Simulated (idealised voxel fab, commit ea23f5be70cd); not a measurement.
voxel self aligned contacts: a process module
Section shown: cut. Width: 285 nm. Cell size: 5 nm, square.
Cross-section, as written here: a square-cell grid given band by band from the top down, where a band holds one or more rows of cells.
Basically the band line says how high the top is and how high the bottom is, in nm, and then what's in it from left to right, every material with its width in nm. Empty space shows up as "air", and if a single material carries "full width" it runs the full band edge to edge.
A quick word on heights: they are counted from 0, and under that level the wafer as it came to us is one material throughout. The lowest band is different from the rest in having no bottom; it simply continues downward, written as in "0 -> down".
Quick explanation for "30->40": the width changes in equal steps down the rows of cells, from the first number in the band's top row to the second number in its bottom row.
When a step is marked "remained the same", none of the cells in the cross-section changed during that step.
"Closed cavities" - sealed voids, min. 8 cells, no opening to top; format: width x height at distance (distance from left edge; nm throughout).
Whatever follows a step's settings on its line is a remark the simulator itself makes about that step.
The optional step-line setting "overlay nm" applies to steps with a mask and quantifies how far to the right of its planned location the mask lay, a negative value indicating leftward placement.

Process steps (planned):
| 1 | RECEIVE: material Si |
| 2 | OXIDIZE: depth nm 5 |
| 3 | DIRECTIONAL_DEP: material polySi, thk nm 30 |
| 4 | DIRECTIONAL_DEP: material SiN, thk nm 20 |
| 5 | MASKED_ETCH: tone cover, mask id GATE, width nm 25, pitch nm 60, etch materials SiN, depth nm 20, overlay nm 0 |
| 6 | MASKED_ETCH: tone cover, mask id GATE, width nm 25, pitch nm 60, etch materials polySi, depth nm 30, overlay nm 0 |
| 7 | CONFORMAL_DEP: material SiN, thk nm 5 |
| 8 | DIRECTIONAL_ETCH: etch materials SiN, depth nm 5 |
| 9 | FILL_DEP: material SiO2, thk nm 15 |
| 10 | CMP: height nm 60 |
| 11 | DIRECTIONAL_DEP: material aC, thk nm 10 |
| 12 | PATTERN: tone open, mask id CONTACT, material resist, width nm 45, thk nm 30, overlay nm 0 |
| 13 | DIRECTIONAL_ETCH: etch materials aC, depth nm 10 |
| 14 | STRIP: etch materials resist |
| 15 | DIRECTIONAL_ETCH: etch materials SiO2, depth nm 65 |
| 16 | STRIP: etch materials aC |
| 17 | CONFORMAL_DEP: material TiN, thk nm 5 |
| 18 | FILL_DEP: material W, thk nm 10 |
| 19 | CMP: height nm 60 |
| 20 | CONFORMAL_DEP: material SiCN, thk nm 5 |

So this is the incoming wafer in cross-section - it's already been through step 1:
> 0 -> down  Si full width
> Closed cavities: none

Starting wafer: above. Plan: above. Run: one mistake. Cross-section after the module: below:
> 65 -> 60  SiCN full width
> 60 -> 50  W=115->90; TiN=5->30; SiO2=45; TiN=5->30; W=115->90
> 50 -> 30  W=90; TiN=5; SiN=35; SiO2=25; SiN=35; TiN=5; W=90
> 30 -> 0  W=90; TiN=5; SiN=5; polySi=25; SiN=5; SiO2=25; SiN=5; polySi=25; SiN=5; TiN=5; W=90
> 0 -> -5  TiN=95; SiO2=95; TiN=95
> -5 -> down  Si full width
> Closed cavities: none
Want to know what went wrong? step 12 was not run as planned; what actually ran was PATTERN: tone cover, mask id CONTACT, material resist, width nm 45, thk nm 30, overlay nm 0
